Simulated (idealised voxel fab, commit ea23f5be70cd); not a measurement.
Module name: voxel wiring stack (process module)
The cross-section shown here is cut; it is 190 nm wide and divided into square cells measuring 5 nm on a side.
Cross-section format: a grid of square cells, given as bands from top to bottom; each band is one or more rows of cells.
Per band: top height and bottom height in nm, followed by the left-to-right materials and their widths in nm; "all across" marks a single material spanning edge to edge, "empty" marks empty space.
Height is counted from the level 0, under which the received wafer is composed throughout of one material. The lowest of the bands is not closed at the bottom but continues downward, in the notation "0..down".
A width given as "30..40" starts at the first number in the band's top row and ends at the second number in its bottom row, shifting by an equal amount at every step from row to row.
Where the words "no change" appear for a step, the cross-section shows no cell changed by that step; every cell remained as before.
Closed empty spaces (no open way to the top) of 8 cells or more are what "Closed void list" lists, each as width x height at distance from the left edge, nm for all three.
Where a step's line continues beyond its settings, the continuation is a remark by the simulator itself on that step.
The line of a step may include "overlay nm". On a step with a mask, this value is how far to the right of its planned place the mask lay. A negative value means the mask lay to the left.
Pairs ahead. Before: cross-section ahead of one process step. After: cross-section once the step is done, shown to the lowest changed band only. Under each pair: that step, with settings. Caution: pairs may come from different runs of this module on the same starting wafer; a pair follows the pair above only where its "Prior to processing" entry says so.

Prior to processing
> 75..70: TiN 65 nm | empty 15 nm | TiN 25 nm | empty 15 nm | TiN 70 nm
> 70..55: lowk 60 nm | TiN 5 nm | empty 15 nm | TiN 5 nm | lowk 15 nm | TiN 5 nm | empty 15 nm | TiN 5 nm | lowk 65 nm
> 55..50: lowk 60 nm | TiN 5 nm | empty 5 nm | TiN 15 nm | lowk 15 nm | TiN 25 nm | lowk 65 nm
> 50..40: lowk 60 nm | TiN 5 nm | empty 5 nm | TiN 5 nm | lowk 115 nm
> 40..35: SiCN 60 nm | TiN 15 nm | SiCN 115 nm
> 35..25: SiO2 all across
> 25..5: SiO2 60 nm | Ru 25 nm | SiO2 15 nm | Ru 25 nm | SiO2 65 nm
> 5..0: SiO2 60 nm | TiN 25 nm | SiO2 15 nm | TiN 25 nm | SiO2 65 nm
> 0..down: Si all across
> Closed void list: none

Sectional View, Post-Process
> 85..75: Cu all across
> 75..70: TiN 65 nm | Cu 15 nm | TiN 25 nm | Cu 15 nm | TiN 70 nm
> 70..55: lowk 60 nm | TiN 5 nm | Cu 15 nm | TiN 5 nm | lowk 15 nm | TiN 5 nm | Cu 15 nm | TiN 5 nm | lowk 65 nm
> 55..50: lowk 60 nm | TiN 5 nm | Cu 5 nm | TiN 15 nm | lowk 15 nm | TiN 25 nm | lowk 65 nm
> 50..40: lowk 60 nm | TiN 5 nm | Cu 5 nm | TiN 5 nm | lowk 115 nm
> Below 40 it's all the same as before, nothing changed down there.
> Closed void list: none
Going from one cross-section above to the next, the wafer undergoes FILL_DEP [material Cu] [thk nm 10]

Prior to processing: It is represented by the cross-section appearing after the step of the pair directly above.

Sectional View, Post-Process
> 70..55: lowk 60 nm | TiN 5 nm | Cu 15 nm | TiN 5 nm | lowk 15 nm | TiN 5 nm | Cu 15 nm | TiN 5 nm | lowk 65 nm
> Below 55 it's all the same as before, nothing changed down there.
> Closed void list: none
Going from one cross-section above to the next, the wafer undergoes CMP [height nm 70]

Prior to processing: It is represented by the cross-section appearing after the step of the pair directly above.

Sectional View, Post-Process
> 75..70: SiCN all across
> Below 70 it's all the same as before, nothing changed down there.
> Closed void list: none
Going from one cross-section above to the next, the wafer undergoes CONFORMAL_DEP [material SiCN] [thk nm 5]

Prior to processing: It is represented by the cross-section appearing after the step of the pair directly above.

Sectional View, Post-Process
> 110..75: SiO2 all across
> Below 75 it's all the same as before, nothing changed down there.
> Closed void list: none
Going from one cross-section above to the next, the wafer undergoes DIRECTIONAL_DEP [material SiO2] [thk nm 35]

Prior to processing: It is represented by the cross-section appearing after the step of the pair directly above.

Sectional View, Post-Process
> 110..90: SiO2 60 nm | empty 25 nm | SiO2 15 nm | empty 25 nm | SiO2 65 nm
> Below 90 it's all the same as before, nothing changed down there.
> Closed void list: none
Going from one cross-section above to the next, the wafer undergoes MASKED_ETCH [tone open] [mask id METAL_3] [width nm 25] [pitch nm 40] [etch materials SiO2] [depth nm 20] [overlay nm 0]

Prior to processing: It is represented by the cross-section appearing after the step of the pair directly above.

Sectional View, Post-Process
> 120..110: aC 60 nm | empty 25 nm | aC 15 nm | empty 25 nm | aC 65 nm
> 110..100: SiO2 60 nm | empty 25 nm | SiO2 15 nm | empty 25 nm | SiO2 65 nm
> 100..90: SiO2 60 nm | aC 25 nm | SiO2 15 nm | aC 25 nm | SiO2 65 nm
> Below 90 it's all the same as before, nothing changed down there.
> Closed void list: none
Going from one cross-section above to the next, the wafer undergoes DIRECTIONAL_DEP [material aC] [thk nm 10]

Prior to processing: It is represented by the cross-section appearing after the step of the pair directly above.

Sectional View, Post-Process
> 145..120: resist 60 nm | empty 15 nm | resist 25 nm | empty 15 nm | resist 75 nm
> 120..110: aC 60 nm | empty 15 nm | resist 10 nm | aC 15 nm | empty 15 nm | resist 10 nm | aC 65 nm
> 110..100: SiO2 60 nm | empty 15 nm | resist 10 nm | SiO2 15 nm | empty 15 nm | resist 10 nm | SiO2 65 nm
> Below 100 it's all the same as before, nothing changed down there.
> Closed void list: none
Going from one cross-section above to the next, the wafer undergoes PATTERN [tone open] [mask id METAL_3_HOLES] [material resist] [width nm 15] [pitch nm 40] [thk nm 25] [overlay nm 0]

Prior to processing: It is represented by the cross-section appearing after the step of the pair directly above.

Sectional View, Post-Process
> 135..120: resist 60 nm | empty 15 nm | resist 25 nm | empty 15 nm | resist 75 nm
> 120..110: aC 60 nm | empty 15 nm | resist 10 nm | aC 15 nm | empty 15 nm | resist 10 nm | aC 65 nm
> 110..100: SiO2 60 nm | empty 15 nm | resist 10 nm | SiO2 15 nm | empty 15 nm | resist 10 nm | SiO2 65 nm
> 100..90: SiO2 60 nm | empty 15 nm | aC 10 nm | SiO2 15 nm | empty 15 nm | aC 10 nm | SiO2 65 nm
> Below 90 it's all the same as before, nothing changed down there.
> Closed void list: none
Going from one cross-section above to the next, the wafer undergoes DIRECTIONAL_ETCH [etch materials aC] [depth nm 10]

Prior to processing: It is represented by the cross-section appearing after the step of the pair directly above.

Sectional View, Post-Process
> 120..110: aC 60 nm | empty 25 nm | aC 15 nm | empty 25 nm | aC 65 nm
> 110..100: SiO2 60 nm | empty 25 nm | SiO2 15 nm | empty 25 nm | SiO2 65 nm
> Below 100 it's all the same as before, nothing changed down there.
> Closed void list: none
Going from one cross-section above to the next, the wafer undergoes STRIP [etch materials resist]

Prior to processing: It is represented by the cross-section appearing after the step of the pair directly above.

Sectional View, Post-Process
> 120..110: aC 60 nm | empty 25 nm | aC 15 nm | empty 25 nm | aC 65 nm
> 110..100: SiO2 60 nm | empty 25 nm | SiO2 15 nm | empty 25 nm | SiO2 65 nm
> 100..90: SiO2 60 nm | empty 15 nm | aC 10 nm | SiO2 15 nm | empty 15 nm | aC 10 nm | SiO2 65 nm
> 90..75: SiO2 60 nm | empty 15 nm | SiO2 25 nm | empty 15 nm | SiO2 75 nm
> Below 75 it's all the same as before, nothing changed down there.
> Closed void list: none
Going from one cross-section above to the next, the wafer undergoes DIRECTIONAL_ETCH [etch materials SiO2] [depth nm 15]

Prior to processing: It is represented by the cross-section appearing after the step of the pair directly above.

Sectional View, Post-Process
> 120..110: aC 60 nm | empty 25 nm | aC 15 nm | empty 25 nm | aC 65 nm
> 110..100: SiO2 60 nm | empty 25 nm | SiO2 15 nm | empty 25 nm | SiO2 65 nm
> 100..90: SiO2 60 nm | empty 15 nm | aC 10 nm | SiO2 15 nm | empty 15 nm | aC 10 nm | SiO2 65 nm
> 90..75: SiO2 60 nm | empty 15 nm | SiO2 25 nm | empty 15 nm | SiO2 75 nm
> 75..70: SiCN 60 nm | empty 15 nm | SiCN 25 nm | empty 15 nm | SiCN 75 nm
> Below 70 it's all the same as before, nothing changed down there.
> Closed void list: none
Going from one cross-section above to the next, the wafer undergoes DIRECTIONAL_ETCH [etch materials SiCN] [depth nm 5]

Prior to processing: It is represented by the cross-section appearing after the step of the pair directly above.

Sectional View, Post-Process
> 110..90: SiO2 60 nm | empty 25 nm | SiO2 15 nm | empty 25 nm | SiO2 65 nm
> Below 90 it's all the same as before, nothing changed down there.
> Closed void list: none
Going from one cross-section above to the next, the wafer undergoes STRIP [etch materials aC]

Prior to processing: It is represented by the cross-section appearing after the step of the pair directly above.

Sectional View, Post-Process
> 115..110: TiN 65 nm | empty 15 nm | TiN 25 nm | empty 15 nm | TiN 70 nm
> 110..95: SiO2 60 nm | TiN 5 nm | empty 15 nm | TiN 5 nm | SiO2 15 nm | TiN 5 nm | empty 15 nm | TiN 5 nm | SiO2 65 nm
> 95..90: SiO2 60 nm | TiN 5 nm | empty 5 nm | TiN 15 nm | SiO2 15 nm | TiN 5 nm | empty 5 nm | TiN 15 nm | SiO2 65 nm
> 90..75: SiO2 60 nm | TiN 5 nm | empty 5 nm | TiN 5 nm | SiO2 25 nm | TiN 5 nm | empty 5 nm | TiN 5 nm | SiO2 75 nm
> 75..70: SiCN 60 nm | TiN 15 nm | SiCN 25 nm | TiN 15 nm | SiCN 75 nm
> Below 70 it's all the same as before, nothing changed down there.
> Closed void list: none
Going from one cross-section above to the next, the wafer undergoes CONFORMAL_DEP [material TiN] [thk nm 5]

Prior to processing: It is represented by the cross-section appearing after the step of the pair directly above.

Sectional View, Post-Process
> 125..115: Ru all across
> 115..110: TiN 65 nm | Ru 15 nm | TiN 25 nm | Ru 15 nm | TiN 70 nm
> 110..95: SiO2 60 nm | TiN 5 nm | Ru 15 nm | TiN 5 nm | SiO2 15 nm | TiN 5 nm | Ru 15 nm | TiN 5 nm | SiO2 65 nm
> 95..90: SiO2 60 nm | TiN 5 nm | Ru 5 nm | TiN 15 nm | SiO2 15 nm | TiN 5 nm | Ru 5 nm | TiN 15 nm | SiO2 65 nm
> 90..75: SiO2 60 nm | TiN 5 nm | Ru 5 nm | TiN 5 nm | SiO2 25 nm | TiN 5 nm | Ru 5 nm | TiN 5 nm | SiO2 75 nm
> Below 75 it's all the same as before, nothing changed down there.
> Closed void list: none
Going from one cross-section above to the next, the wafer undergoes FILL_DEP [material Ru] [thk nm 10]

Prior to processing: It is represented by the cross-section appearing after the step of the pair directly above.

Sectional View, Post-Process
> 110..95: SiO2 60 nm | TiN 5 nm | Ru 15 nm | TiN 5 nm | SiO2 15 nm | TiN 5 nm | Ru 15 nm | TiN 5 nm | SiO2 65 nm
> Below 95 it's all the same as before, nothing changed down there.
> Closed void list: none
Going from one cross-section above to the next, the wafer undergoes CMP [height nm 110]

Prior to processing: It is represented by the cross-section appearing after the step of the pair directly above.

Sectional View, Post-Process
> 115..110: SiCN all across
> Below 110 it's all the same as before, nothing changed down there.
> Closed void list: none
Going from one cross-section above to the next, the wafer undergoes CONFORMAL_DEP [material SiCN] [thk nm 5]

Prior to processing: It is represented by the cross-section appearing after the step of the pair directly above.

Sectional View, Post-Process
> 140..115: SiO2 all across
> Below 115 it's all the same as before, nothing changed down there.
> Closed void list: none
Going from one cross-section above to the next, the wafer undergoes DIRECTIONAL_DEP [material SiO2] [thk nm 25]

Prior to processing: It is represented by the cross-section appearing after the step of the pair directly above.

Sectional View, Post-Process
> 155..140: resist 60 nm | empty 25 nm | resist 15 nm | empty 25 nm | resist 65 nm
> Below 140 it's all the same as before, nothing changed down there.
> Closed void list: none
Going from one cross-section above to the next, the wafer undergoes PATTERN [tone open] [mask id METAL_4] [material resist] [width nm 25] [pitch nm 40] [thk nm 15] [overlay nm 0]

Prior to processing: It is represented by the cross-section appearing after the step of the pair directly above.

Sectional View, Post-Process
> 155..140: resist 60 nm | empty 25 nm | resist 15 nm | empty 25 nm | resist 65 nm
> 140..125: SiO2 60 nm | empty 25 nm | SiO2 15 nm | empty 25 nm | SiO2 65 nm
> Below 125 it's all the same as before, nothing changed down there.
> Closed void list: none
Going from one cross-section above to the next, the wafer undergoes DIRECTIONAL_ETCH [etch materials SiO2] [depth nm 15]

Prior to processing: It is represented by the cross-section appearing after the step of the pair directly above.

Sectional View, Post-Process
> 140..125: SiO2 60 nm | empty 25 nm | SiO2 15 nm | empty 25 nm | SiO2 65 nm
> Below 125 it's all the same as before, nothing changed down there.
> Closed void list: none
Going from one cross-section above to the next, the wafer undergoes STRIP [etch materials resist]

Prior to processing: It is represented by the cross-section appearing after the step of the pair directly above.

Sectional View, Post-Process
> 140..125: SiO2 60 nm | empty 25 nm | SiO2 15 nm | empty 25 nm | SiO2 65 nm
> 125..115: SiO2 60 nm | empty 15 nm | SiO2 115 nm
> Below 115 it's all the same as before, nothing changed down there.
> Closed void list: none
Going from one cross-section above to the next, the wafer undergoes MASKED_ETCH [tone open] [mask id METAL_4_HOLES] [width nm 15] [etch materials SiO2] [depth nm 10] [overlay nm 0]

Prior to processing: It is represented by the cross-section appearing after the step of the pair directly above.

Sectional View, Post-Process
> 140..125: SiO2 60 nm | empty 25 nm | SiO2 15 nm | empty 25 nm | SiO2 65 nm
> 125..115: SiO2 60 nm | empty 15 nm | SiO2 115 nm
> 115..110: SiCN 60 nm | empty 15 nm | SiCN 115 nm
> Below 110 it's all the same as before, nothing changed down there.
> Closed void list: none
Going from one cross-section above to the next, the wafer undergoes MASKED_ETCH [tone open] [mask id METAL_4_HOLES] [width nm 15] [etch materials SiCN] [depth nm 5] [overlay nm 0]

Prior to processing: It is represented by the cross-section appearing after the step of the pair directly above.

Sectional View, Post-Process
> 145..140: TiN 65 nm | empty 15 nm | TiN 25 nm | empty 15 nm | TiN 70 nm
> 140..130: SiO2 60 nm | TiN 5 nm | empty 15 nm | TiN 5 nm | SiO2 15 nm | TiN 5 nm | empty 15 nm | TiN 5 nm | SiO2 65 nm
> 130..125: SiO2 60 nm | TiN 5 nm | empty 5 nm | TiN 15 nm | SiO2 15 nm | TiN 25 nm | SiO2 65 nm
> 125..115: SiO2 60 nm | TiN 5 nm | empty 5 nm | TiN 5 nm | SiO2 115 nm
> 115..110: SiCN 60 nm | TiN 15 nm | SiCN 115 nm
> Below 110 it's all the same as before, nothing changed down there.
> Closed void list: none
Going from one cross-section above to the next, the wafer undergoes CONFORMAL_DEP [material TiN] [thk nm 5]

Prior to processing: It is represented by the cross-section appearing after the step of the pair directly above.

Sectional View, Post-Process
> 150..145: Cu all across
> 145..140: TiN 65 nm | Cu 15 nm | TiN 25 nm | Cu 15 nm | TiN 70 nm
> 140..130: SiO2 60 nm | TiN 5 nm | Cu 15 nm | TiN 5 nm | SiO2 15 nm | TiN 5 nm | Cu 15 nm | TiN 5 nm | SiO2 65 nm
> 130..125: SiO2 60 nm | TiN 5 nm | Cu 5 nm | TiN 15 nm | SiO2 15 nm | TiN 25 nm | SiO2 65 nm
> 125..115: SiO2 60 nm | TiN 5 nm | Cu 5 nm | TiN 5 nm | SiO2 115 nm
> Below 115 it's all the same as before, nothing changed down there.
> Closed void list: none
Going from one cross-section above to the next, the wafer undergoes FILL_DEP [material Cu] [thk nm 5]

Prior to processing: It is represented by the cross-section appearing after the step of the pair directly above.

Sectional View, Post-Process
> 140..130: SiO2 60 nm | TiN 5 nm | Cu 15 nm | TiN 5 nm | SiO2 15 nm | TiN 5 nm | Cu 15 nm | TiN 5 nm | SiO2 65 nm
> Below 130 it's all the same as before, nothing changed down there.
> Closed void list: none
Going from one cross-section above to the next, the wafer undergoes CMP [height nm 140]

Prior to processing: It is represented by the cross-section appearing after the step of the pair directly above.

Sectional View, Post-Process
> 145..140: SiCN all across
> Below 140 it's all the same as before, nothing changed down there.
> Closed void list: none
Going from one cross-section above to the next, the wafer undergoes CONFORMAL_DEP [material SiCN] [thk nm 5]

Prior to processing
> 70..40: lowk all across
> 40..35: SiCN all across
> 35..15: SiO2 60 nm | Ru 25 nm | SiO2 15 nm | Ru 25 nm | SiO2 65 nm
> 15..10: SiO2 60 nm | TiN 25 nm | SiO2 15 nm | TiN 25 nm | SiO2 65 nm
> 10..0: SiO2 all across
> 0..down: Si all across
> Closed void list: none

Sectional View, Post-Process
> 100..40: lowk all across
> Below 40 it's all the same as before, nothing changed down there.
> Closed void list: none
Going from one cross-section above to the next, the wafer undergoes DIRECTIONAL_DEP [material lowk] [thk nm 30]

Prior to processing: It is represented by the cross-section appearing after the step of the pair directly above.

Sectional View, Post-Process
> 120..100: resist 60 nm | empty 15 nm | resist 115 nm
> Below 100 it's all the same as before, nothing changed down there.
> Closed void list: none
Going from one cross-section above to the next, the wafer undergoes PATTERN [tone open] [mask id METAL_2_HOLES] [material resist] [width nm 15] [thk nm 20] [overlay nm 0]

Prior to processing: It is represented by the cross-section appearing after the step of the pair directly above.

Sectional View, Post-Process
> 120..100: resist 60 nm | empty 15 nm | resist 115 nm
> 100..70: lowk 60 nm | empty 15 nm | lowk 115 nm
> Below 70 it's all the same as before, nothing changed down there.
> Closed void list: none
Going from one cross-section above to the next, the wafer undergoes DIRECTIONAL_ETCH [etch materials lowk] [depth nm 30]

Prior to processing: It is represented by the cross-section appearing after the step of the pair directly above.

Sectional View, Post-Process
> 100..70: lowk 60 nm | empty 15 nm | lowk 115 nm
> Below 70 it's all the same as before, nothing changed down there.
> Closed void list: none
Going from one cross-section above to the next, the wafer undergoes STRIP [etch materials resist]

Prior to processing: It is represented by the cross-section appearing after the step of the pair directly above.

Sectional View, Post-Process
> 110..100: aC 60 nm | empty 15 nm | aC 115 nm
> 100..80: lowk 60 nm | empty 15 nm | lowk 115 nm
> 80..70: lowk 60 nm | aC 15 nm | lowk 115 nm
> Below 70 it's all the same as before, nothing changed down there.
> Closed void list: none
Going from one cross-section above to the next, the wafer undergoes DIRECTIONAL_DEP [material aC] [thk nm 10]

Prior to processing: It is represented by the cross-section appearing after the step of the pair directly above.

Sectional View, Post-Process
> 140..110: resist 60 nm | empty 25 nm | resist 15 nm | empty 25 nm | resist 65 nm
> Below 110 it's all the same as before, nothing changed down there.
> Closed void list: none
Going from one cross-section above to the next, the wafer undergoes PATTERN [tone open] [mask id METAL_2] [material resist] [width nm 25] [pitch nm 40] [thk nm 30] [overlay nm 0]

Prior to processing: It is represented by the cross-section appearing after the step of the pair directly above.

Sectional View, Post-Process
> 130..110: resist 60 nm | empty 25 nm | resist 15 nm | empty 25 nm | resist 65 nm
> 110..100: aC 60 nm | empty 25 nm | aC 15 nm | empty 25 nm | aC 65 nm
> 100..70: lowk 60 nm | empty 15 nm | lowk 115 nm
> Below 70 it's all the same as before, nothing changed down there.
> Closed void list: none
Going from one cross-section above to the next, the wafer undergoes DIRECTIONAL_ETCH [etch materials aC] [depth nm 10]

Prior to processing: It is represented by the cross-section appearing after the step of the pair directly above.

Sectional View, Post-Process
> 110..100: aC 60 nm | empty 25 nm | aC 15 nm | empty 25 nm | aC 65 nm
> Below 100 it's all the same as before, nothing changed down there.
> Closed void list: none
Going from one cross-section above to the next, the wafer undergoes STRIP [etch materials resist]

Prior to processing: It is represented by the cross-section appearing after the step of the pair directly above.

Sectional View, Post-Process
> 110..100: aC 60 nm | empty 25 nm | aC 15 nm | empty 25 nm | aC 65 nm
> 100..80: lowk 60 nm | empty 25 nm | lowk 15 nm | empty 25 nm | lowk 65 nm
> 80..50: lowk 60 nm | empty 15 nm | lowk 115 nm
> Below 50 it's all the same as before, nothing changed down there.
> Closed void list: none
Going from one cross-section above to the next, the wafer undergoes DIRECTIONAL_ETCH [etch materials lowk] [depth nm 20]

Prior to processing: It is represented by the cross-section appearing after the step of the pair directly above.

Sectional View, Post-Process
> 100..80: lowk 60 nm | empty 25 nm | lowk 15 nm | empty 25 nm | lowk 65 nm
> Below 80 it's all the same as before, nothing changed down there.
> Closed void list: none
Going from one cross-section above to the next, the wafer undergoes STRIP [etch materials aC]

Prior to processing: It is represented by the cross-section appearing after the step of the pair directly above.

Sectional View, Post-Process
> 105..100: TiN 65 nm | empty 15 nm | TiN 25 nm | empty 15 nm | TiN 70 nm
> 100..85: lowk 60 nm | TiN 5 nm | empty 15 nm | TiN 5 nm | lowk 15 nm | TiN 5 nm | empty 15 nm | TiN 5 nm | lowk 65 nm
> 85..80: lowk 60 nm | TiN 5 nm | empty 5 nm | TiN 15 nm | lowk 15 nm | TiN 25 nm | lowk 65 nm
> 80..55: lowk 60 nm | TiN 5 nm | empty 5 nm | TiN 5 nm | lowk 115 nm
> 55..50: lowk 60 nm | TiN 15 nm | lowk 115 nm
> Below 50 it's all the same as before, nothing changed down there.
> Closed void list: none
Going from one cross-section above to the next, the wafer undergoes CONFORMAL_DEP [material TiN] [thk nm 5]

Prior to processing: It is represented by the cross-section appearing after the step of the pair directly above.

Sectional View, Post-Process
> 115..105: Cu all across
> 105..100: TiN 65 nm | Cu 15 nm | TiN 25 nm | Cu 15 nm | TiN 70 nm
> 100..85: lowk 60 nm | TiN 5 nm | Cu 15 nm | TiN 5 nm | lowk 15 nm | TiN 5 nm | Cu 15 nm | TiN 5 nm | lowk 65 nm
> 85..80: lowk 60 nm | TiN 5 nm | Cu 5 nm | TiN 15 nm | lowk 15 nm | TiN 25 nm | lowk 65 nm
> 80..55: lowk 60 nm | TiN 5 nm | Cu 5 nm | TiN 5 nm | lowk 115 nm
> Below 55 it's all the same as before, nothing changed down there.
> Closed void list: none
Going from one cross-section above to the next, the wafer undergoes FILL_DEP [material Cu] [thk nm 10]

Prior to processing: It is represented by the cross-section appearing after the step of the pair directly above.

Sectional View, Post-Process
> 70..55: lowk 60 nm | TiN 5 nm | Cu 5 nm | TiN 5 nm | lowk 115 nm
> Below 55 it's all the same as before, nothing changed down there.
> Closed void list: none
Going from one cross-section above to the next, the wafer undergoes CMP [height nm 70]

Prior to processing: It is represented by the cross-section appearing after the step of the pair directly above.

Sectional View, Post-Process
> 75..70: SiCN all across
> Below 70 it's all the same as before, nothing changed down there.
> Closed void list: none
Going from one cross-section above to the next, the wafer undergoes CONFORMAL_DEP [material SiCN] [thk nm 5]

Prior to processing: It is represented by the cross-section appearing after the step of the pair directly above.

Sectional View, Post-Process
> 110..75: SiO2 all across
> Below 75 it's all the same as before, nothing changed down there.
> Closed void list: none
Going from one cross-section above to the next, the wafer undergoes DIRECTIONAL_DEP [material SiO2] [thk nm 35]

Prior to processing: It is represented by the cross-section appearing after the step of the pair directly above.

Sectional View, Post-Process
> 110..90: SiO2 60 nm | empty 25 nm | SiO2 15 nm | empty 25 nm | SiO2 65 nm
> Below 90 it's all the same as before, nothing changed down there.
> Closed void list: none
Going from one cross-section above to the next, the wafer undergoes MASKED_ETCH [tone open] [mask id METAL_3] [width nm 25] [pitch nm 40] [etch materials SiO2] [depth nm 20] [overlay nm 0]

Prior to processing: It is represented by the cross-section appearing after the step of the pair directly above.

Sectional View, Post-Process
> 120..110: aC 60 nm | empty 25 nm | aC 15 nm | empty 25 nm | aC 65 nm
> 110..100: SiO2 60 nm | empty 25 nm | SiO2 15 nm | empty 25 nm | SiO2 65 nm
> 100..90: SiO2 60 nm | aC 25 nm | SiO2 15 nm | aC 25 nm | SiO2 65 nm
> Below 90 it's all the same as before, nothing changed down there.
> Closed void list: none
Going from one cross-section above to the next, the wafer undergoes DIRECTIONAL_DEP [material aC] [thk nm 10]

Prior to processing: It is represented by the cross-section appearing after the step of the pair directly above.

Sectional View, Post-Process
> 145..120: resist 60 nm | empty 15 nm | resist 25 nm | empty 15 nm | resist 75 nm
> 120..110: aC 60 nm | empty 15 nm | resist 10 nm | aC 15 nm | empty 15 nm | resist 10 nm | aC 65 nm
> 110..100: SiO2 60 nm | empty 15 nm | resist 10 nm | SiO2 15 nm | empty 15 nm | resist 10 nm | SiO2 65 nm
> Below 100 it's all the same as before, nothing changed down there.
> Closed void list: none
Going from one cross-section above to the next, the wafer undergoes PATTERN [tone open] [mask id METAL_3_HOLES] [material resist] [width nm 15] [pitch nm 40] [thk nm 25] [overlay nm 0]

Prior to processing: It is represented by the cross-section appearing after the step of the pair directly above.

Sectional View, Post-Process
> 135..120: resist 60 nm | empty 15 nm | resist 25 nm | empty 15 nm | resist 75 nm
> 120..110: aC 60 nm | empty 15 nm | resist 10 nm | aC 15 nm | empty 15 nm | resist 10 nm | aC 65 nm
> 110..100: SiO2 60 nm | empty 15 nm | resist 10 nm | SiO2 15 nm | empty 15 nm | resist 10 nm | SiO2 65 nm
> 100..90: SiO2 60 nm | empty 15 nm | aC 10 nm | SiO2 15 nm | empty 15 nm | aC 10 nm | SiO2 65 nm
> Below 90 it's all the same as before, nothing changed down there.
> Closed void list: none
Going from one cross-section above to the next, the wafer undergoes DIRECTIONAL_ETCH [etch materials aC] [depth nm 10]

Prior to processing: It is represented by the cross-section appearing after the step of the pair directly above.

Sectional View, Post-Process
> 120..110: aC 60 nm | empty 25 nm | aC 15 nm | empty 25 nm | aC 65 nm
> 110..100: SiO2 60 nm | empty 25 nm | SiO2 15 nm | empty 25 nm | SiO2 65 nm
> Below 100 it's all the same as before, nothing changed down there.
> Closed void list: none
Going from one cross-section above to the next, the wafer undergoes STRIP [etch materials resist]

Prior to processing: It is represented by the cross-section appearing after the step of the pair directly above.

Sectional View, Post-Process
> 120..110: aC 60 nm | empty 25 nm | aC 15 nm | empty 25 nm | aC 65 nm
> 110..100: SiO2 60 nm | empty 25 nm | SiO2 15 nm | empty 25 nm | SiO2 65 nm
> 100..90: SiO2 60 nm | empty 15 nm | aC 10 nm | SiO2 15 nm | empty 15 nm | aC 10 nm | SiO2 65 nm
> 90..75: SiO2 60 nm | empty 15 nm | SiO2 25 nm | empty 15 nm | SiO2 75 nm
> Below 75 it's all the same as before, nothing changed down there.
> Closed void list: none
Going from one cross-section above to the next, the wafer undergoes DIRECTIONAL_ETCH [etch materials SiO2] [depth nm 15]

Prior to processing: It is represented by the cross-section appearing after the step of the pair directly above.

Sectional View, Post-Process
> 120..110: aC 60 nm | empty 25 nm | aC 15 nm | empty 25 nm | aC 65 nm
> 110..100: SiO2 60 nm | empty 25 nm | SiO2 15 nm | empty 25 nm | SiO2 65 nm
> 100..90: SiO2 60 nm | empty 15 nm | aC 10 nm | SiO2 15 nm | empty 15 nm | aC 10 nm | SiO2 65 nm
> 90..75: SiO2 60 nm | empty 15 nm | SiO2 25 nm | empty 15 nm | SiO2 75 nm
> 75..70: SiCN 60 nm | empty 15 nm | SiCN 25 nm | empty 15 nm | SiCN 75 nm
> Below 70 it's all the same as before, nothing changed down there.
> Closed void list: none
Going from one cross-section above to the next, the wafer undergoes DIRECTIONAL_ETCH [etch materials SiCN] [depth nm 5]

Prior to processing: It is represented by the cross-section appearing after the step of the pair directly above.

Sectional View, Post-Process
> 110..90: SiO2 60 nm | empty 25 nm | SiO2 15 nm | empty 25 nm | SiO2 65 nm
> Below 90 it's all the same as before, nothing changed down there.
> Closed void list: none
Going from one cross-section above to the next, the wafer undergoes STRIP [etch materials aC]

Prior to processing: It is represented by the cross-section appearing after the step of the pair directly above.

Sectional View, Post-Process
> 115..110: TiN 65 nm | empty 15 nm | TiN 25 nm | empty 15 nm | TiN 70 nm
> 110..95: SiO2 60 nm | TiN 5 nm | empty 15 nm | TiN 5 nm | SiO2 15 nm | TiN 5 nm | empty 15 nm | TiN 5 nm | SiO2 65 nm
> 95..90: SiO2 60 nm | TiN 5 nm | empty 5 nm | TiN 15 nm | SiO2 15 nm | TiN 5 nm | empty 5 nm | TiN 15 nm | SiO2 65 nm
> 90..75: SiO2 60 nm | TiN 5 nm | empty 5 nm | TiN 5 nm | SiO2 25 nm | TiN 5 nm | empty 5 nm | TiN 5 nm | SiO2 75 nm
> 75..70: SiCN 60 nm | TiN 15 nm | SiCN 25 nm | TiN 15 nm | SiCN 75 nm
> Below 70 it's all the same as before, nothing changed down there.
> Closed void list: none
Going from one cross-section above to the next, the wafer undergoes CONFORMAL_DEP [material TiN] [thk nm 5]

Prior to processing: It is represented by the cross-section appearing after the step of the pair directly above.

Sectional View, Post-Process
> 125..115: Ru all across
> 115..110: TiN 65 nm | Ru 15 nm | TiN 25 nm | Ru 15 nm | TiN 70 nm
> 110..95: SiO2 60 nm | TiN 5 nm | Ru 15 nm | TiN 5 nm | SiO2 15 nm | TiN 5 nm | Ru 15 nm | TiN 5 nm | SiO2 65 nm
> 95..90: SiO2 60 nm | TiN 5 nm | Ru 5 nm | TiN 15 nm | SiO2 15 nm | TiN 5 nm | Ru 5 nm | TiN 15 nm | SiO2 65 nm
> 90..75: SiO2 60 nm | TiN 5 nm | Ru 5 nm | TiN 5 nm | SiO2 25 nm | TiN 5 nm | Ru 5 nm | TiN 5 nm | SiO2 75 nm
> Below 75 it's all the same as before, nothing changed down there.
> Closed void list: none
Going from one cross-section above to the next, the wafer undergoes FILL_DEP [material Ru] [thk nm 10]

Prior to processing: It is represented by the cross-section appearing after the step of the pair directly above.

Sectional View, Post-Process
> 110..95: SiO2 60 nm | TiN 5 nm | Ru 15 nm | TiN 5 nm | SiO2 15 nm | TiN 5 nm | Ru 15 nm | TiN 5 nm | SiO2 65 nm
> Below 95 it's all the same as before, nothing changed down there.
> Closed void list: none
Going from one cross-section above to the next, the wafer undergoes CMP [height nm 110]

Prior to processing: It is represented by the cross-section appearing after the step of the pair directly above.

Sectional View, Post-Process
> 115..110: SiCN all across
> Below 110 it's all the same as before, nothing changed down there.
> Closed void list: none
Going from one cross-section above to the next, the wafer undergoes CONFORMAL_DEP [material SiCN] [thk nm 5]

Prior to processing: It is represented by the cross-section appearing after the step of the pair directly above.

Sectional View, Post-Process
> 140..115: SiO2 all across
> Below 115 it's all the same as before, nothing changed down there.
> Closed void list: none
Going from one cross-section above to the next, the wafer undergoes DIRECTIONAL_DEP [material SiO2] [thk nm 25]

Prior to processing: It is represented by the cross-section appearing after the step of the pair directly above.

Sectional View, Post-Process
> 155..140: resist 60 nm | empty 25 nm | resist 15 nm | empty 25 nm | resist 65 nm
> Below 140 it's all the same as before, nothing changed down there.
> Closed void list: none
Going from one cross-section above to the next, the wafer undergoes PATTERN [tone open] [mask id METAL_4] [material resist] [width nm 25] [pitch nm 40] [thk nm 15] [overlay nm 0]
